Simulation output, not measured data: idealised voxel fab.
This is a process module. Its name is voxel trench capacitor.
Pictured: cross-section cut, 175 nm wide, on a grid of 5 nm square cells.
Think of the cross-section as a grid of square cells. We describe it in bands, top to bottom, and each band covers one or more rows of those cells.
Heights first: top, then bottom, in nm. Then materials, left to right, each with a width in nm. "throughout" on a single material: fills the band edge to edge. "air": empty space.
A quick word on heights: they are counted from 0, and under that level the wafer as it came to us is one material throughout. The lowest band is different from the rest in having no bottom; it simply continues downward, written as in "0 down".
Width "30->40": first value at the band's top row of cells, second value at its bottom row, equal change from row to row.
A step reported as "nothing changed" is a step in which no cell of the cross-section changed.
"Voids, sealed" lists enclosed empty spaces (at least 8 cells, no open path upward to the top), each as width x height at distance from the left edge, in nm.
Anything after a step's settings on that line? It's the simulator's own note about the step.
"overlay nm" denotes, for a step that has a mask, the displacement of the mask to the right of its planned place, with negative values corresponding to the left.

So here's the lineup of process steps we planned
1,RECEIVE (material Si)
2,CONFORMAL_DEP (material SiN; thk nm 10)
3,DIRECTIONAL_DEP (material aC; thk nm 15)
4,PATTERN (tone open; mask id TRENCH; material resist; width nm 25; pitch nm 40; thk nm 30; overlay nm 0)
5,DIRECTIONAL_ETCH (etch materials aC; depth nm 15)
6,STRIP (etch materials resist)
7,DIRECTIONAL_ETCH (etch materials SiN; depth nm 10)
8,DIRECTIONAL_ETCH (etch materials Si; depth nm 35)
9,STRIP (etch materials aC)
10,CONFORMAL_DEP (material Al2O3; thk nm 5)
11,CONFORMAL_DEP (material TiN; thk nm 5)
12,FILL_DEP (material W; thk nm 10)
13,CMP (height nm 10)

As received, after step 1
0 down  Si throughout
Voids, sealed: none

End state of the module in cross-section, given the above starting point and plan and one mistake in execution
10 to 0  SiN 35 nm / Al2O3 25 nm / SiN 15 nm / Al2O3 25 nm / SiN 15 nm / Al2O3 25 nm / SiN 35 nm
0 to -35  Si 35 nm / Al2O3 25 nm / Si 15 nm / Al2O3 25 nm / Si 15 nm / Al2O3 25 nm / Si 35 nm
-35 down  Si throughout
Voids, sealed: none
It is concluded that the wafer was processed incorrectly with respect to the plan, in that heads up, step 10 didn't go per plan, it actually ran as CONFORMAL_DEP (material Al2O3; thk nm 15)
